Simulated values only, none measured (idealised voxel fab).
process module | voxel transistor to metal
cross-section cut | 195 nm wide | cells 5 nm
A cross-section is a grid of square cells, given in bands from the top down. A band is one or more rows of cells.
Each band's line starts with the height of the band's top and of its bottom, in nm. Then come its materials from left to right, each with its width in nm. One material with "throughout" fills the band from edge to edge. "air" is empty space.
Height 0 is the level under which the wafer as received is all one material. The lowest band goes on downwards, as in "0 down".
A width such as "30 to 40" changes by the same amount from each row of cells to the next, from the band's top row to its bottom row.
"no change" after a step means that no cell of the cross-section changed.
closed voids: empty space of 8 cells or more with no open way to the top, each as width x height at its distance from the left edge, in nm
after a step's settings: what the simulator itself notes on the step
overlay nm, on a step with a mask: how far to the right of its planned place the mask lay; to the left if negative
plan
1 op RECEIVE | material Si
2 op CONFORMAL_DEP | material SiO2 | thk nm 5
3 op CONFORMAL_DEP | material SiN | thk nm 10
4 op MASKED_ETCH | tone cover | mask id ACTIVE | width nm 115 | etch materials SiN | depth nm 10 | overlay nm 0
5 op MASKED_ETCH | tone cover | mask id ACTIVE | width nm 115 | etch materials SiO2 | depth nm 5 | overlay nm 0
6 op MASKED_ETCH | tone cover | mask id ACTIVE | width nm 115 | etch materials Si | depth nm 30 | overlay nm 0
7 op FILL_DEP | material SiO2 | thk nm 5
8 op CMP | height nm 15
9 op SELECTIVE_ETCH | etch materials SiO2 | depth nm 5
10 op STRIP | etch materials SiN
11 op SELECTIVE_ETCH | etch materials SiO2 | depth nm 5
12 op OXIDIZE | depth nm 5
13 op DIRECTIONAL_DEP | material polySi | thk nm 20
14 op DIRECTIONAL_DEP | material SiCN | thk nm 10
15 op PATTERN | tone cover | mask id GATE | material resist | width nm 25 | thk nm 15 | overlay nm 0
16 op DIRECTIONAL_ETCH | etch materials SiCN | depth nm 20
17 op DIRECTIONAL_ETCH | etch materials polySi | depth nm 30
18 op STRIP | etch materials resist
19 op CONFORMAL_DEP | material SiO2 | thk nm 5
20 op DIRECTIONAL_ETCH | etch materials SiO2 | depth nm 5
21 op CONFORMAL_DEP | material SiN | thk nm 10
22 op DIRECTIONAL_ETCH | etch materials SiN | depth nm 10
23 op DIRECTIONAL_ETCH | etch materials SiO2 | depth nm 5
24 op DIRECTIONAL_ETCH | etch materials Si | depth nm 15
25 op EPI | material SiGe | thk nm 15
26 op FILL_DEP | material SiO2 | thk nm 5
27 op CMP | height nm 20
28 op STRIP | etch materials polySi
29 op SELECTIVE_ETCH | etch materials SiO2 | depth nm 5
30 op CONFORMAL_DEP | material HfO2 | thk nm 5
31 op CONFORMAL_DEP | material TiN | thk nm 5
32 op FILL_DEP | material W | thk nm 10
33 op CMP | height nm 15
34 op DIRECTIONAL_DEP | material SiO2 | thk nm 15
35 op MASKED_ETCH | tone open | mask id CONTACT | width nm 15 | pitch nm 80 | etch materials SiO2 | depth nm 20 | overlay nm 0
36 op CONFORMAL_DEP | material TiN | thk nm 5
37 op FILL_DEP | material W | thk nm 10
38 op CMP | height nm 30
39 op CONFORMAL_DEP | material SiCN | thk nm 5
40 op DIRECTIONAL_DEP | material SiO2 | thk nm 25
41 op MASKED_ETCH | tone open | mask id METAL_1 | width nm 15 | pitch nm 80 | etch materials SiO2 | depth nm 25 | overlay nm 0
42 op MASKED_ETCH | tone open | mask id METAL_1 | width nm 15 | pitch nm 80 | etch materials SiCN | depth nm 5 | overlay nm 0
43 op CONFORMAL_DEP | material TiN | thk nm 5
44 op FILL_DEP | material Cu | thk nm 5
45 op CMP | height nm 60
46 op CONFORMAL_DEP | material SiCN | thk nm 5
47 op DIRECTIONAL_DEP | material lowk | thk nm 25
48 op MASKED_ETCH | tone open | mask id METAL_2 | width nm 15 | pitch nm 80 | etch materials lowk | depth nm 15 | overlay nm 0
49 op DIRECTIONAL_DEP | material aC | thk nm 10
50 op PATTERN | tone open | mask id METAL_2_HOLES | material resist | width nm 15 | pitch nm 80 | thk nm 30 | overlay nm 0
51 op DIRECTIONAL_ETCH | etch materials aC | depth nm 10
52 op STRIP | etch materials resist
53 op DIRECTIONAL_ETCH | etch materials lowk | depth nm 10
54 op DIRECTIONAL_ETCH | etch materials SiCN | depth nm 5
55 op STRIP | etch materials aC
56 op CONFORMAL_DEP | material TiN | thk nm 5
57 op FILL_DEP | material Cu | thk nm 10
58 op CMP | height nm 90
59 op CONFORMAL_DEP | material SiN | thk nm 5
as received, after step 1
  0 down: Si throughout
  closed voids: none
a wafer at the end: this start, this plan, one mistake
  95 to 90: SiN throughout
  90 to 65: lowk 50 | TiN 5 | Cu 5 | TiN 5 | lowk 65 | TiN 5 | Cu 5 | TiN 5 | lowk 50
  65 to 60: SiCN 50 | TiN 15 | SiCN 65 | TiN 15 | SiCN 50
  60 to 35: SiO2 50 | TiN 5 | Cu 5 | TiN 5 | SiO2 65 | TiN 5 | Cu 5 | TiN 5 | SiO2 50
  35 to 30: SiCN 50 | TiN 15 | SiCN 65 | TiN 15 | SiCN 50
  30 to 15: SiO2 50 | TiN 5 | W 5 | TiN 5 | SiO2 65 | TiN 5 | W 5 | TiN 5 | SiO2 50
  15 to 10: SiO2 50 | TiN 15 | SiO2 5 | SiN 10 | HfO2 5 | TiN 5 | W 15 | TiN 5 | HfO2 5 | SiN 10 | SiO2 5 | TiN 15 | SiO2 50
  10 to 5: SiO2 45 | SiGe 25 | SiN 10 | HfO2 5 | TiN 5 | W 15 | TiN 5 | HfO2 5 | SiN 10 | SiGe 25 | SiO2 45
  5 to 0: SiO2 40 | SiN 10 | SiGe 20 | SiN 10 | HfO2 5 | TiN 25 | HfO2 5 | SiN 10 | SiGe 20 | SiN 10 | SiO2 40
  0 to -5: SiO2 50 | SiGe 20 | SiO2 10 | HfO2 35 | SiO2 10 | SiGe 20 | SiO2 50
  -5 to -10: SiO2 45 | Si 5 | SiGe 20 | Si 55 | SiGe 20 | Si 5 | SiO2 45
  -10 to -20: SiO2 40 | Si 10 | SiGe 20 | Si 55 | SiGe 20 | Si 10 | SiO2 40
  -20 to -30: SiO2 40 | Si 115 | SiO2 40
  -30 down: Si throughout
  closed voids: none
what went wrong: step 2 was left out
